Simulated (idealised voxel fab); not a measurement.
This is a process module. Its name is voxel ribs on slabs.
Section shown: cut. Width: 280 nm. Cell size: 5 nm, square.
Format of a cross-section: grid, square cells. Given as bands. Order: top down. Band: one or more rows of cells. The entry gives the band's vertical extent as a top height and a bottom height in nm, then its horizontal make-up as materials from left to right, each with a width in nm. "blank" stands for empty space; a single material marked "full width" fills the band edge to edge. Counting heights begins at 0, where everything beneath is, in the wafer as received, one material. The lowest band has no bottom; it goes on downwards, as "0 down" shows. When a width is written as two numbers, as in "30 to 40", the first number is the width in the top row of cells of the band and the second is the width in its bottom row, and the width changes by the same amount from each row to the next. What does "no change" mean for a step? It means no cell of the cross-section changed in that step. Reported under the label "Closed-off voids" are the empty spaces having no open way to the top and comprising 8 cells or more; the notation for each is width x height at distance, in which the distance is measured from the left edge and all three values are in nm. Text after the settings on a step's line: the simulator's own remark on that step. Regarding "overlay nm": on a step with a mask, it is the distance the mask lay to the right of its planned place; a negative value places it to the left.
## Process steps foreseen in the plan
1. RECEIVE | material Si
2. DIRECTIONAL_DEP | material SiO2 | thk nm 25
3. DIRECTIONAL_DEP | material SiN | thk nm 25
4. MASKED_ETCH | tone cover | mask id RIB | width nm 15 | etch materials SiN | depth nm 15 | overlay nm 0
5. PATTERN | tone cover | mask id SLAB | material resist | width nm 55 | thk nm 20 | overlay nm 0
6. DIRECTIONAL_ETCH | etch materials SiN | depth nm 10
7. STRIP | etch materials resist
8. FILL_DEP | material SiO2 | thk nm 20
9. CMP | height nm 65
10. DIRECTIONAL_DEP | material TiN | thk nm 10
11. DIRECTIONAL_DEP | material aC | thk nm 15
12. PATTERN | tone cover | mask id HEATER | material resist | width nm 25 | thk nm 35 | overlay nm 0
13. DIRECTIONAL_ETCH | etch materials aC | depth nm 15
14. STRIP | etch materials resist
15. DIRECTIONAL_ETCH | etch materials TiN | depth nm 10
16. STRIP | etch materials aC
17. CONFORMAL_DEP | material SiN | thk nm 10
## The cross-section here shows the wafer as received, i.e. in its state after step 1
- 0 down  Si full width
- Closed-off voids: none
## The cross-section shown corresponds to the wafer at the conclusion of the module. The initial structure and the process plan are those presented above; however, one mistake occurred in executing the plan
- 75 to 65  125 nm blank / 25 nm TiN / 130 nm blank
- 65 to 50  SiO2 full width
- 50 to 35  130 nm SiO2 / 15 nm SiN / 135 nm SiO2
- 35 to 25  110 nm SiO2 / 55 nm SiN / 115 nm SiO2
- 25 to 0  SiO2 full width
- 0 down  Si full width
- Closed-off voids: none
In executing the process, a mistake was made relative to the plan: step 17 was dropped from the plan's execution and never run
